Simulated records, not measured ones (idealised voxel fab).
Process module, titled voxel wiring stack
Square cell edge 5 nm, section width 205 nm, ID cut.
Cross-section format: a grid of square cells, given as bands from top to bottom; each band is one or more rows of cells. A band entry consists of two parts. The first gives the height of the band's top and the height of its bottom, in nm. The rest lists the band's materials from left to right, each with its width in nm. A single material labelled with the word "everywhere" fills the band from edge to edge, and the word "empty" marks empty space. Convention: height 0 is the level below which the wafer, as received, is all one material. The lowest band does not terminate at the bottom but continues downward, represented as "from 0 down". A width such as "30 to 40" changes by the same amount from each row of cells to the next, from the band's top row to its bottom row. "same as before", as given for a step, is the statement that not any cell of the cross-section underwent a change during that step. This entry, "Listed closed voids", enumerates those empty regions of no fewer than 8 cells that possess no open connection to the top. Each region is reported in the form width x height at distance, the distance being taken from the left edge, with all three quantities expressed in nm. It should be noted that, on the line of a given step, the content following the step's settings is a remark produced by the simulator itself with respect to that step. overlay nm: for a step with a mask, the amount by which the mask lay right of where it was planned; a negative amount means left of it.
## Intended process steps
- 1: RECEIVE: material Si
- 2: CONFORMAL_DEP: material SiO2, thk nm 10
- 3: DIRECTIONAL_DEP: material TiN, thk nm 5
- 4: DIRECTIONAL_DEP: material Ru, thk nm 15
- 5: DIRECTIONAL_DEP: material aC, thk nm 15
- 6: PATTERN: tone cover, mask id METAL_1, material resist, width nm 30, pitch nm 60, thk nm 35, overlay nm 0
- 7: DIRECTIONAL_ETCH: etch materials aC, depth nm 15
- 8: STRIP: etch materials resist
- 9: DIRECTIONAL_ETCH: etch materials Ru, depth nm 15
- 10: DIRECTIONAL_ETCH: etch materials TiN, depth nm 5
- 11: STRIP: etch materials aC
- 12: FILL_DEP: material lowk, thk nm 5
- 13: CMP: height nm 30
- 14: CONFORMAL_DEP: material SiCN, thk nm 5
- 15: DIRECTIONAL_DEP: material lowk, thk nm 25
- 16: PATTERN: tone open, mask id METAL_2, material resist, width nm 30, pitch nm 60, thk nm 20, overlay nm 0
- 17: DIRECTIONAL_ETCH: etch materials lowk, depth nm 15
- 18: STRIP: etch materials resist
- 19: PATTERN: tone open, mask id METAL_2_HOLES, material resist, width nm 15, pitch nm 60, thk nm 20, overlay nm 0
- 20: DIRECTIONAL_ETCH: etch materials lowk, depth nm 10
- 21: DIRECTIONAL_ETCH: etch materials SiCN, depth nm 5
- 22: STRIP: etch materials resist
- 23: CONFORMAL_DEP: material TiN, thk nm 5
- 24: FILL_DEP: material Ru, thk nm 5
- 25: CMP: height nm 60
- 26: CONFORMAL_DEP: material SiCN, thk nm 5
- 27: DIRECTIONAL_DEP: material SiO2, thk nm 10
- 28: PATTERN: tone open, mask id PLUG_2, material resist, width nm 15, pitch nm 60, thk nm 20, overlay nm 0
- 29: DIRECTIONAL_ETCH: etch materials SiO2, depth nm 10
- 30: DIRECTIONAL_ETCH: etch materials SiCN, depth nm 5
- 31: STRIP: etch materials resist
- 32: CONFORMAL_DEP: material TiN, thk nm 5
- 33: FILL_DEP: material W, thk nm 5
- 34: CMP: height nm 75
- 35: CONFORMAL_DEP: material SiN, thk nm 5
- 36: DIRECTIONAL_DEP: material lowk, thk nm 20
- 37: DIRECTIONAL_DEP: material aC, thk nm 15
- 38: PATTERN: tone open, mask id METAL_3, material resist, width nm 30, pitch nm 60, thk nm 30, overlay nm 0
- 39: DIRECTIONAL_ETCH: etch materials aC, depth nm 15
- 40: STRIP: etch materials resist
- 41: DIRECTIONAL_ETCH: etch materials lowk, depth nm 20
- 42: DIRECTIONAL_ETCH: etch materials SiN, depth nm 5
- 43: STRIP: etch materials aC
- 44: CONFORMAL_DEP: material TiN, thk nm 5
- 45: FILL_DEP: material Ru, thk nm 5
- 46: CMP: height nm 100
- 47: CONFORMAL_DEP: material SiN, thk nm 5
## Cross-section, incoming material, after step 1
	from 0 down | Si everywhere
	Listed closed voids: none
## Cross-sectional result after module completion. Note: starting condition and plan are unchanged from above; one processing mistake was made
	from 105 to 100 | SiN everywhere
	from 100 to 80 | lowk (55), then TiN (5), then Ru (20), then TiN (5), then lowk (30), then TiN (5), then Ru (20), then TiN (5), then lowk (60)
	from 80 to 75 | SiN (55), then TiN (30), then SiN (30), then TiN (30), then SiN (60)
	from 75 to 65 | SiO2 (55), then TiN (5), then W (5), then TiN (5), then SiO2 (45), then TiN (5), then W (5), then TiN (5), then SiO2 (75)
	from 65 to 60 | SiCN (55), then TiN (15), then SiCN (45), then TiN (15), then SiCN (75)
	from 60 to 35 | lowk everywhere
	from 35 to 30 | SiCN everywhere
	from 30 to 15 | lowk (55), then Ru (30), then lowk (30), then Ru (30), then lowk (60)
	from 15 to 10 | lowk (55), then TiN (30), then lowk (30), then TiN (30), then lowk (60)
	from 10 to 0 | SiO2 everywhere
	from 0 down | Si everywhere
	Listed closed voids: none
Where did the run depart from the plan? step 15 of the plan saw execution twice
